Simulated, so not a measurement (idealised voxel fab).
Name of the process module below: voxel gate over fins
The cross-section shown here is cut; it is 205 nm wide and divided into square cells measuring 5 nm on a side.
A cross-section in this document is a grid of square cells, and it is written down as bands, the top band listed before the ones below it; a band is made up of one or more rows of cells. Quick guide to a band line: top height, bottom height (nm) up front; then every material left to right with its width in nm. Only one material and it's marked "edge to edge"? Then it fills the band edge to edge. And "blank" just means empty space. Height reference: 0 = level under which incoming wafer is all one material. Lowest band: no bottom, runs on downward, e.g. "0 nm and below". A width such as "30->40" changes by the same amount from each row of cells to the next, from the band's top row to its bottom row. When a step is marked "nothing got changed", none of the cells in the cross-section changed during that step. Voids not open to the top, 8 cells minimum: see "Unvented internal voids". Written width x height at distance; distance is from the left edge; nm. Past the settings on a step's line: simulator remark, on that step. overlay nm: right-of-plan distance of the mask on a masked step; negative values mean left-of-plan.

Listed below are the process steps as planned:
1: RECEIVE,material Si
2: CONFORMAL_DEP,material SiN,thk nm 5
3: MASKED_ETCH,tone cover,mask id FINS,width nm 15,pitch nm 40,etch materials SiN,depth nm 5,overlay nm 0
4: MASKED_ETCH,tone cover,mask id FINS,width nm 15,pitch nm 40,etch materials Si,depth nm 40,overlay nm 0
5: OXIDIZE,depth nm 5
6: FILL_DEP,material SiO2,thk nm 5
7: CMP,height nm 5
8: SELECTIVE_ETCH,etch materials SiO2,depth nm 15
9: STRIP,etch materials SiN
10: CONFORMAL_DEP,material HfO2,thk nm 5
11: CONFORMAL_DEP,material TiN,thk nm 5
12: FILL_DEP,material W,thk nm 15
13: CMP,height nm 20
14: CONFORMAL_DEP,material SiCN,thk nm 10

As-received state of the wafer in cross-section, equivalent to post-step 1:
0 nm and below: Si edge to edge
Unvented internal voids: none

First wafer of two, sectioned at end of module; run went per plan:
30 nm to 20 nm: SiCN edge to edge
20 nm to 10 nm: W edge to edge
10 nm to 5 nm: 70 nm W, then 25 nm TiN, then 15 nm W, then 25 nm TiN, then 70 nm W
5 nm to 0 nm: 70 nm W, then 5 nm TiN, then 15 nm HfO2, then 5 nm TiN, then 15 nm W, then 5 nm TiN, then 15 nm HfO2, then 5 nm TiN, then 70 nm W
0 nm to -5 nm: 75 nm TiN, then 5 nm HfO2, then 5 nm Si, then 5 nm HfO2, then 25 nm TiN, then 5 nm HfO2, then 5 nm Si, then 5 nm HfO2, then 75 nm TiN
-5 nm to -10 nm: 80 nm HfO2, then 5 nm Si, then 35 nm HfO2, then 5 nm Si, then 80 nm HfO2
-10 nm to -45 nm: 80 nm SiO2, then 5 nm Si, then 35 nm SiO2, then 5 nm Si, then 80 nm SiO2
-45 nm and below: Si edge to edge
Unvented internal voids: none

Module end: cross-section of wafer two of two. Same start and process plan as the first wafer. One mistake during execution:
30 nm to 20 nm: SiCN edge to edge
20 nm to 10 nm: W edge to edge
10 nm to 5 nm: 70 nm W, then 25 nm HfO2, then 15 nm W, then 25 nm HfO2, then 70 nm W
5 nm to 0 nm: 70 nm W, then 5 nm HfO2, then 15 nm TiN, then 5 nm HfO2, then 15 nm W, then 5 nm HfO2, then 15 nm TiN, then 5 nm HfO2, then 70 nm W
0 nm to -5 nm: 75 nm HfO2, then 5 nm TiN, then 5 nm Si, then 5 nm TiN, then 25 nm HfO2, then 5 nm TiN, then 5 nm Si, then 5 nm TiN, then 75 nm HfO2
-5 nm to -10 nm: 80 nm TiN, then 5 nm Si, then 35 nm TiN, then 5 nm Si, then 80 nm TiN
-10 nm to -45 nm: 80 nm SiO2, then 5 nm Si, then 35 nm SiO2, then 5 nm Si, then 80 nm SiO2
-45 nm and below: Si edge to edge
Unvented internal voids: none
What broke from the plan during processing? so 10 and 11 got swapped relative to the plan, each ran where the other was supposed to
at the end the second wafer has, in cells: as many of each material as the first, in other places
